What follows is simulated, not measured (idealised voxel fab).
Proc. module: voxel lift off
Shown is cross-section cut, with a width of 195 nm and square cells of size 5 nm.
Cross-section layout: square cells on a grid; listed as bands, top to bottom; a band spans one or more cell rows.
This entry defines a band. It first specifies the height of the band's top and the height of its bottom in nm, and then specifies the band's materials from left to right, stating each material with its width in nm. The word "all across" identifies a single material that fills the band from edge to edge, while the word "empty" identifies empty space.
Height 0 is the level under which the wafer as received is all one material. The lowest band goes on downwards, as in "z 0 and below".
The notation "30..40" denotes a width that varies across the rows of cells in the band, beginning at the first number in the top row, finishing at the second number in the bottom row, and changing by an identical amount from each row to the next.
Step marked "identical to before"? Then no cell in the cross-section changed in it.
Enclosed voids (no open way to top), threshold 8 cells or more, entry "Catalogued sealed voids", notation width x height at distance, distance from left edge, nm.
That trailing text on a step's line, after the settings, is the simulator's own remark on the step.
A step line may carry the setting "overlay nm", which, for steps involving a mask, states the distance by which the mask lay to the right of its intended position; negative values denote displacement to the left.
-- These are the steps we planned for the process
1) RECEIVE (material Si)
2) CONFORMAL_DEP (material Al2O3; thk nm 15)
3) PATTERN (tone open; mask id LINES; material resist; width nm 15; pitch nm 45; thk nm 30; overlay nm 0)
4) DIRECTIONAL_DEP (material Ru; thk nm 15)
5) STRIP (etch materials resist)
6) CONFORMAL_DEP (material SiN; thk nm 5)
-- Wafer at receipt (post step 1), cross-section
> z 0 and below | Si all across
> Catalogued sealed voids: none
-- Module complete - cross-section of the first of two wafers, run according to plan
> z 35 to 30 | 15 of empty, then 25 of SiN, then 20 of empty, then 25 of SiN, then 20 of empty, then 25 of SiN, then 20 of empty, then 25 of SiN, then 20 of empty
> z 30 to 20 | 15 of empty, then 5 of SiN, then 15 of Ru, then 5 of SiN, then 20 of empty, then 5 of SiN, then 15 of Ru, then 5 of SiN, then 20 of empty, then 5 of SiN, then 15 of Ru, then 5 of SiN, then 20 of empty, then 5 of SiN, then 15 of Ru, then 5 of SiN, then 20 of empty
> z 20 to 15 | 20 of SiN, then 15 of Ru, then 30 of SiN, then 15 of Ru, then 30 of SiN, then 15 of Ru, then 30 of SiN, then 15 of Ru, then 25 of SiN
> z 15 to 0 | Al2O3 all across
> z 0 and below | Si all across
> Catalogued sealed voids: none
-- This is the second of the two wafers, cross-sectioned at the end of the module; it started exactly like the first and was given the same plan, but it was run with one mistake
> z 35 to 30 | 10 of empty, then 25 of SiN, then 20 of empty, then 25 of SiN, then 20 of empty, then 25 of SiN, then 20 of empty, then 25 of SiN, then 25 of empty
> z 30 to 20 | 10 of empty, then 5 of SiN, then 15 of Ru, then 5 of SiN, then 20 of empty, then 5 of SiN, then 15 of Ru, then 5 of SiN, then 20 of empty, then 5 of SiN, then 15 of Ru, then 5 of SiN, then 20 of empty, then 5 of SiN, then 15 of Ru, then 5 of SiN, then 25 of empty
> z 20 to 15 | 15 of SiN, then 15 of Ru, then 30 of SiN, then 15 of Ru, then 30 of SiN, then 15 of Ru, then 30 of SiN, then 15 of Ru, then 30 of SiN
> z 15 to 0 | Al2O3 all across
> z 0 and below | Si all across
> Catalogued sealed voids: none
What broke from the plan during processing? step 3 was not run as planned; what actually ran was PATTERN (tone open; mask id LINES; material resist; width nm 15; pitch nm 45; thk nm 30; overlay nm -5)
By the end, you'd get the same cell count for each material on either wafer, but the second wafer puts them somewhere else.
